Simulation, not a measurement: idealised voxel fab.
You're looking at the process module voxel quadruple lines.
Displayed cross-section: cut, width of 235 nm, square cells sized 5 nm.
We lay out every cross-section as a grid of square cells and spell it out in bands from the top down, where one band means one or more rows of cells. Within each band entry, the heights of the top and of the bottom of the band appear first, in that order and in nm; the materials of the band then follow from left to right, each with its corresponding width in nm. The designation "throughout" on a single material indicates that it fills the band from edge to edge; the designation "air" indicates empty space. Basically, 0 is our baseline, since under it the wafer straight out of the box is all one material. The bottom band has no lower end and keeps on going down, so it looks like "0 and below". Graded width ("30 to 40"): value in top row of band = first number; value in bottom row = second number; row-to-row change constant. You'll sometimes find "no modifications" written for a step, and that's the way of saying that nowhere in the cross-section did a cell change during that step. Entry "Internal closed voids" = empty spaces >= 8 cells with no open way to the top; each as width x height at distance, distance from left edge, all nm. Text after the settings on a step's line: the simulator's own remark on that step. The optional step-line setting "overlay nm" applies to steps with a mask and quantifies how far to the right of its planned location the mask lay, a negative value indicating leftward placement.

**So here's the lineup of process steps we planned**
1) RECEIVE, material Si
2) CONFORMAL_DEP, material SiO2, thk nm 5
3) DIRECTIONAL_DEP, material Ru, thk nm 15
4) DIRECTIONAL_DEP, material polySi, thk nm 15
5) DIRECTIONAL_DEP, material aC, thk nm 25
6) PATTERN, tone cover, mask id MANDREL, material resist, width nm 25, pitch nm 80, thk nm 35, overlay nm 0
7) DIRECTIONAL_ETCH, etch materials aC, depth nm 25
8) STRIP, etch materials resist
9) CONFORMAL_DEP, material SiO2, thk nm 15
10) DIRECTIONAL_ETCH, etch materials SiO2, depth nm 15
11) STRIP, etch materials aC
12) DIRECTIONAL_ETCH, etch materials polySi, depth nm 15
13) STRIP, etch materials SiO2
14) CONFORMAL_DEP, material SiCN, thk nm 5
15) DIRECTIONAL_ETCH, etch materials SiCN, depth nm 5
16) STRIP, etch materials polySi
17) DIRECTIONAL_ETCH, etch materials Ru, depth nm 15
18) STRIP, etch materials SiCN

**The first of a set of two wafers, run to plan**

**Shown in cross-section is the wafer as received, that is, as it stands after step 1**
* 0 and below = Si throughout
* Internal closed voids: none

**Wafer after step 2 (cross-section)**
* 5 down to 0 = SiO2 throughout
* Heights below 0 show no change.

**Wafer after step 3 (cross-section)**
* 20 down to 5 = Ru throughout
* Heights below 5 show no change.

**Wafer after step 4 (cross-section)**
* 35 down to 20 = polySi throughout
* Heights below 20 show no change.

**Wafer after step 5 (cross-section)**
* 60 down to 35 = aC throughout
* Heights below 35 show no change.

**Wafer after step 6 (cross-section)**
* 95 down to 60 = 65 air, 25 resist, 55 air, 25 resist, 65 air
* Heights below 60 show no change.

**Wafer after step 7 (cross-section)**
* 70 down to 60 = 65 air, 25 resist, 55 air, 25 resist, 65 air
* 60 down to 35 = 65 air, 25 aC, 55 air, 25 aC, 65 air
* Heights below 35 show no change.

**Wafer after step 8 (cross-section)**
* 60 down to 35 = 65 air, 25 aC, 55 air, 25 aC, 65 air
* Heights below 35 show no change.

**Wafer after step 9 (cross-section)**
* 75 down to 60 = 50 air, 55 SiO2, 25 air, 55 SiO2, 50 air
* 60 down to 50 = 50 air, 15 SiO2, 25 aC, 15 SiO2, 25 air, 15 SiO2, 25 aC, 15 SiO2, 50 air
* 50 down to 35 = 65 SiO2, 25 aC, 55 SiO2, 25 aC, 65 SiO2
* Heights below 35 show no change.

**Wafer after step 10 (cross-section)**
* 60 down to 35 = 50 air, 15 SiO2, 25 aC, 15 SiO2, 25 air, 15 SiO2, 25 aC, 15 SiO2, 50 air
* Heights below 35 show no change.

**Wafer after step 11 (cross-section)**
* 60 down to 35 = 50 air, 15 SiO2, 25 air, 15 SiO2, 25 air, 15 SiO2, 25 air, 15 SiO2, 50 air
* Heights below 35 show no change.

**Wafer after step 12 (cross-section)**
* 60 down to 35 = 50 air, 15 SiO2, 25 air, 15 SiO2, 25 air, 15 SiO2, 25 air, 15 SiO2, 50 air
* 35 down to 20 = 50 air, 15 polySi, 25 air, 15 polySi, 25 air, 15 polySi, 25 air, 15 polySi, 50 air
* Heights below 20 show no change.

**Wafer after step 13 (cross-section)**
* 35 down to 20 = 50 air, 15 polySi, 25 air, 15 polySi, 25 air, 15 polySi, 25 air, 15 polySi, 50 air
* Heights below 20 show no change.

**Wafer after step 14 (cross-section)**
* 40 down to 35 = 45 air, 25 SiCN, 15 air, 25 SiCN, 15 air, 25 SiCN, 15 air, 25 SiCN, 45 air
* 35 down to 25 = 45 air, 5 SiCN, 15 polySi, 5 SiCN, 15 air, 5 SiCN, 15 polySi, 5 SiCN, 15 air, 5 SiCN, 15 polySi, 5 SiCN, 15 air, 5 SiCN, 15 polySi, 5 SiCN, 45 air
* 25 down to 20 = 50 SiCN, 15 polySi, 25 SiCN, 15 polySi, 25 SiCN, 15 polySi, 25 SiCN, 15 polySi, 50 SiCN
* Heights below 20 show no change.

**Wafer after step 15 (cross-section)**
* 35 down to 20 = 45 air, 5 SiCN, 15 polySi, 5 SiCN, 15 air, 5 SiCN, 15 polySi, 5 SiCN, 15 air, 5 SiCN, 15 polySi, 5 SiCN, 15 air, 5 SiCN, 15 polySi, 5 SiCN, 45 air
* Heights below 20 show no change.

**Wafer after step 16 (cross-section)**
* 35 down to 20 = 45 air, 5 SiCN, 15 air, 5 SiCN, 15 air, 5 SiCN, 15 air, 5 SiCN, 15 air, 5 SiCN, 15 air, 5 SiCN, 15 air, 5 SiCN, 15 air, 5 SiCN, 45 air
* Heights below 20 show no change.

**Wafer after step 17 (cross-section)**
* 35 down to 20 = 45 air, 5 SiCN, 15 air, 5 SiCN, 15 air, 5 SiCN, 15 air, 5 SiCN, 15 air, 5 SiCN, 15 air, 5 SiCN, 15 air, 5 SiCN, 15 air, 5 SiCN, 45 air
* 20 down to 5 = 45 air, 5 Ru, 15 air, 5 Ru, 15 air, 5 Ru, 15 air, 5 Ru, 15 air, 5 Ru, 15 air, 5 Ru, 15 air, 5 Ru, 15 air, 5 Ru, 45 air
* Heights below 5 show no change.

**Wafer after step 18 (cross-section)**
* 20 down to 5 = 45 air, 5 Ru, 15 air, 5 Ru, 15 air, 5 Ru, 15 air, 5 Ru, 15 air, 5 Ru, 15 air, 5 Ru, 15 air, 5 Ru, 15 air, 5 Ru, 45 air
* Heights below 5 show no change.

**Companion wafer, the second of two: same beginning, same intended sequence, one mistake in carrying it out; through step 5 inclusive it tracks the first exactly**

**Cross-section of the second wafer at the time by which step 6 should have been completed according to the plan**
* 95 down to 60 = 60 air, 35 resist, 45 air, 35 resist, 60 air
* Heights below 60 show no change.

**Cross-section of the second wafer at the time by which step 7 should have been completed according to the plan**
* 70 down to 60 = 60 air, 35 resist, 45 air, 35 resist, 60 air
* 60 down to 35 = 60 air, 35 aC, 45 air, 35 aC, 60 air
* Heights below 35 show no change.

**Cross-section of the second wafer at the time by which step 8 should have been completed according to the plan**
* 60 down to 35 = 60 air, 35 aC, 45 air, 35 aC, 60 air
* Heights below 35 show no change.

**Cross-section of the second wafer at the time by which step 9 should have been completed according to the plan**
* 75 down to 60 = 45 air, 65 SiO2, 15 air, 65 SiO2, 45 air
* 60 down to 50 = 45 air, 15 SiO2, 35 aC, 15 SiO2, 15 air, 15 SiO2, 35 aC, 15 SiO2, 45 air
* 50 down to 35 = 60 SiO2, 35 aC, 45 SiO2, 35 aC, 60 SiO2
* Heights below 35 show no change.

**Cross-section of the second wafer at the time by which step 10 should have been completed according to the plan**
* 60 down to 35 = 45 air, 15 SiO2, 35 aC, 15 SiO2, 15 air, 15 SiO2, 35 aC, 15 SiO2, 45 air
* Heights below 35 show no change.

**Cross-section of the second wafer at the time by which step 11 should have been completed according to the plan**
* 60 down to 35 = 45 air, 15 SiO2, 35 air, 15 SiO2, 15 air, 15 SiO2, 35 air, 15 SiO2, 45 air
* Heights below 35 show no change.

**Cross-section of the second wafer at the time by which step 12 should have been completed according to the plan**
* 60 down to 35 = 45 air, 15 SiO2, 35 air, 15 SiO2, 15 air, 15 SiO2, 35 air, 15 SiO2, 45 air
* 35 down to 20 = 45 air, 15 polySi, 35 air, 15 polySi, 15 air, 15 polySi, 35 air, 15 polySi, 45 air
* Heights below 20 show no change.

**Cross-section of the second wafer at the time by which step 13 should have been completed according to the plan**
* 35 down to 20 = 45 air, 15 polySi, 35 air, 15 polySi, 15 air, 15 polySi, 35 air, 15 polySi, 45 air
* Heights below 20 show no change.

**Cross-section of the second wafer at the time by which step 14 should have been completed according to the plan**
* 40 down to 35 = 40 air, 25 SiCN, 25 air, 25 SiCN, 5 air, 25 SiCN, 25 air, 25 SiCN, 40 air
* 35 down to 25 = 40 air, 5 SiCN, 15 polySi, 5 SiCN, 25 air, 5 SiCN, 15 polySi, 5 SiCN, 5 air, 5 SiCN, 15 polySi, 5 SiCN, 25 air, 5 SiCN, 15 polySi, 5 SiCN, 40 air
* 25 down to 20 = 45 SiCN, 15 polySi, 35 SiCN, 15 polySi, 15 SiCN, 15 polySi, 35 SiCN, 15 polySi, 45 SiCN
* Heights below 20 show no change.

**Cross-section of the second wafer at the time by which step 15 should have been completed according to the plan**
* 35 down to 20 = 40 air, 5 SiCN, 15 polySi, 5 SiCN, 25 air, 5 SiCN, 15 polySi, 5 SiCN, 5 air, 5 SiCN, 15 polySi, 5 SiCN, 25 air, 5 SiCN, 15 polySi, 5 SiCN, 40 air
* Heights below 20 show no change.

**Cross-section of the second wafer at the time by which step 16 should have been completed according to the plan**
* 35 down to 20 = 40 air, 5 SiCN, 15 air, 5 SiCN, 25 air, 5 SiCN, 15 air, 5 SiCN, 5 air, 5 SiCN, 15 air, 5 SiCN, 25 air, 5 SiCN, 15 air, 5 SiCN, 40 air
* Heights below 20 show no change.

**Cross-section of the second wafer at the time by which step 17 should have been completed according to the plan**
* 35 down to 20 = 40 air, 5 SiCN, 15 air, 5 SiCN, 25 air, 5 SiCN, 15 air, 5 SiCN, 5 air, 5 SiCN, 15 air, 5 SiCN, 25 air, 5 SiCN, 15 air, 5 SiCN, 40 air
* 20 down to 5 = 40 air, 5 Ru, 15 air, 5 Ru, 25 air, 5 Ru, 15 air, 5 Ru, 5 air, 5 Ru, 15 air, 5 Ru, 25 air, 5 Ru, 15 air, 5 Ru, 40 air
* Heights below 5 show no change.

**Cross-section of the second wafer at the time by which step 18 should have been completed according to the plan**
* 20 down to 5 = 40 air, 5 Ru, 15 air, 5 Ru, 25 air, 5 Ru, 15 air, 5 Ru, 5 air, 5 Ru, 15 air, 5 Ru, 25 air, 5 Ru, 15 air, 5 Ru, 40 air
* Heights below 5 show no change.
Finding, execution versus plan: step 6, actual vs plan mismatch, actual run PATTERN, tone cover, mask id MANDREL, material resist, width nm 35, pitch nm 80, thk nm 35, overlay nm 0
The two final wafers agree on how many cells each material fills and disagree on which cells those are.
